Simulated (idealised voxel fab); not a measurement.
Process module in this document: voxel self aligned vias
The width of the displayed cross-section, cut, is 270 nm; its cells are square, with a size of 5 nm.
For the purposes of this document, a cross-section shall be understood as a grid of square cells, specified as bands listed in top-to-bottom order, each band consisting of one or more rows of cells.
Heights first: top, then bottom, in nm. Then materials, left to right, each with a width in nm. "full width" on a single material: fills the band edge to edge. "blank": empty space.
Beneath 0, the wafer as received is one material, and that level is where height counting begins. The lowest band goes on downward without a bottom; it is written like "0..down".
Width spec "30..40" -> top row of cells at first value, bottom row at second value, equal per-row change in between.
"identical to before" for a step: no cell of the cross-section changed in that step.
If an empty space has no open way to the top and is at least 8 cells in size, "Trapped voids" lists it, written width x height at distance, where distance is measured from the left edge and every value is in nm.
Text after the settings on a step's line: the simulator's own remark on that step.
A step's line can hold "overlay nm"; with a mask on that step, the setting says how far right of the planned place the mask lay, while a negative setting says it lay to the left.
[The following list gives the planned process steps]
1) RECEIVE (material Si)
2) CONFORMAL_DEP (material SiO2; thk nm 15)
3) CONFORMAL_DEP (material SiCN; thk nm 5)
4) DIRECTIONAL_DEP (material SiO2; thk nm 30)
5) PATTERN (tone open; mask id LINES; material resist; width nm 25; pitch nm 50; thk nm 15; overlay nm 0)
6) DIRECTIONAL_ETCH (etch materials SiO2; depth nm 30)
7) STRIP (etch materials resist)
8) CONFORMAL_DEP (material TiN; thk nm 5)
9) FILL_DEP (material Ru; thk nm 10)
10) CMP (height nm 50)
11) SELECTIVE_ETCH (etch materials W Ru TiN; depth nm 5)
12) FILL_DEP (material SiN; thk nm 5)
13) CMP (height nm 50)
14) DIRECTIONAL_DEP (material SiO2; thk nm 20)
15) MASKED_ETCH (tone open; mask id VIAS; width nm 35; pitch nm 100; etch materials SiO2; depth nm 20; overlay nm 0)
16) MASKED_ETCH (tone open; mask id VIAS; width nm 35; pitch nm 100; etch materials SiN; depth nm 5; overlay nm 0)
17) CONFORMAL_DEP (material TiN; thk nm 5)
18) FILL_DEP (material Cu; thk nm 5)
19) CMP (height nm 70)
20) CONFORMAL_DEP (material SiN; thk nm 5)
[Below: the first of two wafers, run as planned]
[Wafer as received: cross-section following step 1]
> 0..down: Si full width
> Trapped voids: none
[Wafer section view after processing step 2]
> 15..0: SiO2 full width
> For the remainder of the cross-section, below 0, there is no change.
[Wafer section view after processing step 3]
> 20..15: SiCN full width
> For the remainder of the cross-section, below 15, there is no change.
[Wafer section view after processing step 4]
> 50..20: SiO2 full width
> For the remainder of the cross-section, below 20, there is no change.
[Wafer section view after processing step 5]
> 65..50: resist 70 nm  blank 25 nm  resist 25 nm  blank 25 nm  resist 25 nm  blank 25 nm  resist 75 nm
> For the remainder of the cross-section, below 50, there is no change.
[Wafer section view after processing step 6]
> 65..50: resist 70 nm  blank 25 nm  resist 25 nm  blank 25 nm  resist 25 nm  blank 25 nm  resist 75 nm
> 50..20: SiO2 70 nm  blank 25 nm  SiO2 25 nm  blank 25 nm  SiO2 25 nm  blank 25 nm  SiO2 75 nm
> For the remainder of the cross-section, below 20, there is no change.
[Wafer section view after processing step 7]
> 50..20: SiO2 70 nm  blank 25 nm  SiO2 25 nm  blank 25 nm  SiO2 25 nm  blank 25 nm  SiO2 75 nm
> For the remainder of the cross-section, below 20, there is no change.
[Wafer section view after processing step 8]
> 55..50: TiN 75 nm  blank 15 nm  TiN 35 nm  blank 15 nm  TiN 35 nm  blank 15 nm  TiN 80 nm
> 50..25: SiO2 70 nm  TiN 5 nm  blank 15 nm  TiN 5 nm  SiO2 25 nm  TiN 5 nm  blank 15 nm  TiN 5 nm  SiO2 25 nm  TiN 5 nm  blank 15 nm  TiN 5 nm  SiO2 75 nm
> 25..20: SiO2 70 nm  TiN 25 nm  SiO2 25 nm  TiN 25 nm  SiO2 25 nm  TiN 25 nm  SiO2 75 nm
> For the remainder of the cross-section, below 20, there is no change.
[Wafer section view after processing step 9]
> 65..55: Ru full width
> 55..50: TiN 75 nm  Ru 15 nm  TiN 35 nm  Ru 15 nm  TiN 35 nm  Ru 15 nm  TiN 80 nm
> 50..25: SiO2 70 nm  TiN 5 nm  Ru 15 nm  TiN 5 nm  SiO2 25 nm  TiN 5 nm  Ru 15 nm  TiN 5 nm  SiO2 25 nm  TiN 5 nm  Ru 15 nm  TiN 5 nm  SiO2 75 nm
> For the remainder of the cross-section, below 25, there is no change.
[Wafer section view after processing step 10]
> 50..25: SiO2 70 nm  TiN 5 nm  Ru 15 nm  TiN 5 nm  SiO2 25 nm  TiN 5 nm  Ru 15 nm  TiN 5 nm  SiO2 25 nm  TiN 5 nm  Ru 15 nm  TiN 5 nm  SiO2 75 nm
> For the remainder of the cross-section, below 25, there is no change.
[Wafer section view after processing step 11]
> 50..45: SiO2 70 nm  blank 25 nm  SiO2 25 nm  blank 25 nm  SiO2 25 nm  blank 25 nm  SiO2 75 nm
> For the remainder of the cross-section, below 45, there is no change.
[Wafer section view after processing step 12]
> 55..50: SiN full width
> 50..45: SiO2 70 nm  SiN 25 nm  SiO2 25 nm  SiN 25 nm  SiO2 25 nm  SiN 25 nm  SiO2 75 nm
> For the remainder of the cross-section, below 45, there is no change.
[Wafer section view after processing step 13]
> 50..45: SiO2 70 nm  SiN 25 nm  SiO2 25 nm  SiN 25 nm  SiO2 25 nm  SiN 25 nm  SiO2 75 nm
> For the remainder of the cross-section, below 45, there is no change.
[Wafer section view after processing step 14]
> 70..50: SiO2 full width
> For the remainder of the cross-section, below 50, there is no change.
[Wafer section view after processing step 15]
> 70..50: SiO2 65 nm  blank 35 nm  SiO2 65 nm  blank 35 nm  SiO2 70 nm
> For the remainder of the cross-section, below 50, there is no change.
[Wafer section view after processing step 16]
> 70..50: SiO2 65 nm  blank 35 nm  SiO2 65 nm  blank 35 nm  SiO2 70 nm
> 50..45: SiO2 70 nm  blank 25 nm  SiO2 25 nm  SiN 25 nm  SiO2 25 nm  blank 25 nm  SiO2 75 nm
> For the remainder of the cross-section, below 45, there is no change.
[Wafer section view after processing step 17]
> 75..70: TiN 70 nm  blank 25 nm  TiN 75 nm  blank 25 nm  TiN 75 nm
> 70..55: SiO2 65 nm  TiN 5 nm  blank 25 nm  TiN 5 nm  SiO2 65 nm  TiN 5 nm  blank 25 nm  TiN 5 nm  SiO2 70 nm
> 55..50: SiO2 65 nm  TiN 10 nm  blank 15 nm  TiN 10 nm  SiO2 65 nm  TiN 10 nm  blank 15 nm  TiN 10 nm  SiO2 70 nm
> 50..45: SiO2 70 nm  TiN 25 nm  SiO2 25 nm  SiN 25 nm  SiO2 25 nm  TiN 25 nm  SiO2 75 nm
> For the remainder of the cross-section, below 45, there is no change.
[Wafer section view after processing step 18]
> 80..75: Cu full width
> 75..70: TiN 70 nm  Cu 25 nm  TiN 75 nm  Cu 25 nm  TiN 75 nm
> 70..55: SiO2 65 nm  TiN 5 nm  Cu 25 nm  TiN 5 nm  SiO2 65 nm  TiN 5 nm  Cu 25 nm  TiN 5 nm  SiO2 70 nm
> 55..50: SiO2 65 nm  TiN 10 nm  Cu 15 nm  TiN 10 nm  SiO2 65 nm  TiN 10 nm  Cu 15 nm  TiN 10 nm  SiO2 70 nm
> For the remainder of the cross-section, below 50, there is no change.
[Wafer section view after processing step 19]
> 70..55: SiO2 65 nm  TiN 5 nm  Cu 25 nm  TiN 5 nm  SiO2 65 nm  TiN 5 nm  Cu 25 nm  TiN 5 nm  SiO2 70 nm
> For the remainder of the cross-section, below 55, there is no change.
[Wafer section view after processing step 20]
> 75..70: SiN full width
> For the remainder of the cross-section, below 70, there is no change.
[Second wafer, same starting state and plan as the first, one mistake in the run, identical through step 4]
[Cross-section of the second wafer at the time step 5 of the plan should have ended]
> 65..50: blank 70 nm  resist 25 nm  blank 25 nm  resist 25 nm  blank 25 nm  resist 25 nm  blank 75 nm
> For the remainder of the cross-section, below 50, there is no change.
[Cross-section of the second wafer at the time step 6 of the plan should have ended]
> 65..50: blank 70 nm  resist 25 nm  blank 25 nm  resist 25 nm  blank 25 nm  resist 25 nm  blank 75 nm
> 50..20: blank 70 nm  SiO2 25 nm  blank 25 nm  SiO2 25 nm  blank 25 nm  SiO2 25 nm  blank 75 nm
> For the remainder of the cross-section, below 20, there is no change.
[Cross-section of the second wafer at the time step 7 of the plan should have ended]
> 50..20: blank 70 nm  SiO2 25 nm  blank 25 nm  SiO2 25 nm  blank 25 nm  SiO2 25 nm  blank 75 nm
> For the remainder of the cross-section, below 20, there is no change.
[Cross-section of the second wafer at the time step 8 of the plan should have ended]
> 55..50: blank 65 nm  TiN 35 nm  blank 15 nm  TiN 35 nm  blank 15 nm  TiN 35 nm  blank 70 nm
> 50..25: blank 65 nm  TiN 5 nm  SiO2 25 nm  TiN 5 nm  blank 15 nm  TiN 5 nm  SiO2 25 nm  TiN 5 nm  blank 15 nm  TiN 5 nm  SiO2 25 nm  TiN 5 nm  blank 70 nm
> 25..20: TiN 70 nm  SiO2 25 nm  TiN 25 nm  SiO2 25 nm  TiN 25 nm  SiO2 25 nm  TiN 75 nm
> For the remainder of the cross-section, below 20, there is no change.
[Cross-section of the second wafer at the time step 9 of the plan should have ended]
> 65..55: Ru full width
> 55..50: Ru 65 nm  TiN 35 nm  Ru 15 nm  TiN 35 nm  Ru 15 nm  TiN 35 nm  Ru 70 nm
> 50..25: Ru 65 nm  TiN 5 nm  SiO2 25 nm  TiN 5 nm  Ru 15 nm  TiN 5 nm  SiO2 25 nm  TiN 5 nm  Ru 15 nm  TiN 5 nm  SiO2 25 nm  TiN 5 nm  Ru 70 nm
> For the remainder of the cross-section, below 25, there is no change.
[Cross-section of the second wafer at the time step 10 of the plan should have ended]
> 50..25: Ru 65 nm  TiN 5 nm  SiO2 25 nm  TiN 5 nm  Ru 15 nm  TiN 5 nm  SiO2 25 nm  TiN 5 nm  Ru 15 nm  TiN 5 nm  SiO2 25 nm  TiN 5 nm  Ru 70 nm
> For the remainder of the cross-section, below 25, there is no change.
[Cross-section of the second wafer at the time step 11 of the plan should have ended]
> 50..45: blank 70 nm  SiO2 25 nm  blank 25 nm  SiO2 25 nm  blank 25 nm  SiO2 25 nm  blank 75 nm
> For the remainder of the cross-section, below 45, there is no change.
[Cross-section of the second wafer at the time step 12 of the plan should have ended]
> 55..50: SiN full width
> 50..45: SiN 70 nm  SiO2 25 nm  SiN 25 nm  SiO2 25 nm  SiN 25 nm  SiO2 25 nm  SiN 75 nm
> For the remainder of the cross-section, below 45, there is no change.
[Cross-section of the second wafer at the time step 13 of the plan should have ended]
> 50..45: SiN 70 nm  SiO2 25 nm  SiN 25 nm  SiO2 25 nm  SiN 25 nm  SiO2 25 nm  SiN 75 nm
> For the remainder of the cross-section, below 45, there is no change.
[Cross-section of the second wafer at the time step 14 of the plan should have ended]
> 70..50: SiO2 full width
> For the remainder of the cross-section, below 50, there is no change.
[Cross-section of the second wafer at the time step 15 of the plan should have ended]
> 70..50: SiO2 65 nm  blank 35 nm  SiO2 65 nm  blank 35 nm  SiO2 70 nm
> For the remainder of the cross-section, below 50, there is no change.
[Cross-section of the second wafer at the time step 16 of the plan should have ended]
> 70..50: SiO2 65 nm  blank 35 nm  SiO2 65 nm  blank 35 nm  SiO2 70 nm
> 50..45: SiN 65 nm  blank 5 nm  SiO2 25 nm  blank 5 nm  SiN 20 nm  SiO2 25 nm  SiN 20 nm  blank 5 nm  SiO2 25 nm  blank 5 nm  SiN 70 nm
> For the remainder of the cross-section, below 45, there is no change.
[Cross-section of the second wafer at the time step 17 of the plan should have ended]
> 75..70: TiN 70 nm  blank 25 nm  TiN 75 nm  blank 25 nm  TiN 75 nm
> 70..55: SiO2 65 nm  TiN 5 nm  blank 25 nm  TiN 5 nm  SiO2 65 nm  TiN 5 nm  blank 25 nm  TiN 5 nm  SiO2 70 nm
> 55..50: SiO2 65 nm  TiN 35 nm  SiO2 65 nm  TiN 35 nm  SiO2 70 nm
> 50..45: SiN 65 nm  TiN 5 nm  SiO2 25 nm  TiN 5 nm  SiN 20 nm  SiO2 25 nm  SiN 20 nm  TiN 5 nm  SiO2 25 nm  TiN 5 nm  SiN 70 nm
> For the remainder of the cross-section, below 45, there is no change.
[Cross-section of the second wafer at the time step 18 of the plan should have ended]
> 80..75: Cu full width
> 75..70: TiN 70 nm  Cu 25 nm  TiN 75 nm  Cu 25 nm  TiN 75 nm
> 70..55: SiO2 65 nm  TiN 5 nm  Cu 25 nm  TiN 5 nm  SiO2 65 nm  TiN 5 nm  Cu 25 nm  TiN 5 nm  SiO2 70 nm
> For the remainder of the cross-section, below 55, there is no change.
[Cross-section of the second wafer at the time step 19 of the plan should have ended]
> 70..55: SiO2 65 nm  TiN 5 nm  Cu 25 nm  TiN 5 nm  SiO2 65 nm  TiN 5 nm  Cu 25 nm  TiN 5 nm  SiO2 70 nm
> For the remainder of the cross-section, below 55, there is no change.
[Cross-section of the second wafer at the time step 20 of the plan should have ended]
> 75..70: SiN full width
> For the remainder of the cross-section, below 70, there is no change.
Misprocessing identified: the process deviated at step 5: the operation and settings actually run there were PATTERN (tone cover; mask id LINES; material resist; width nm 25; pitch nm 50; thk nm 15; overlay nm 0)
Count the cells at the end and the second wafer has more or fewer of some materials than the first: 6 fewer of Cu; 96 more of Ru; 30 more of SiN; 144 fewer of SiO2; 24 more of TiN
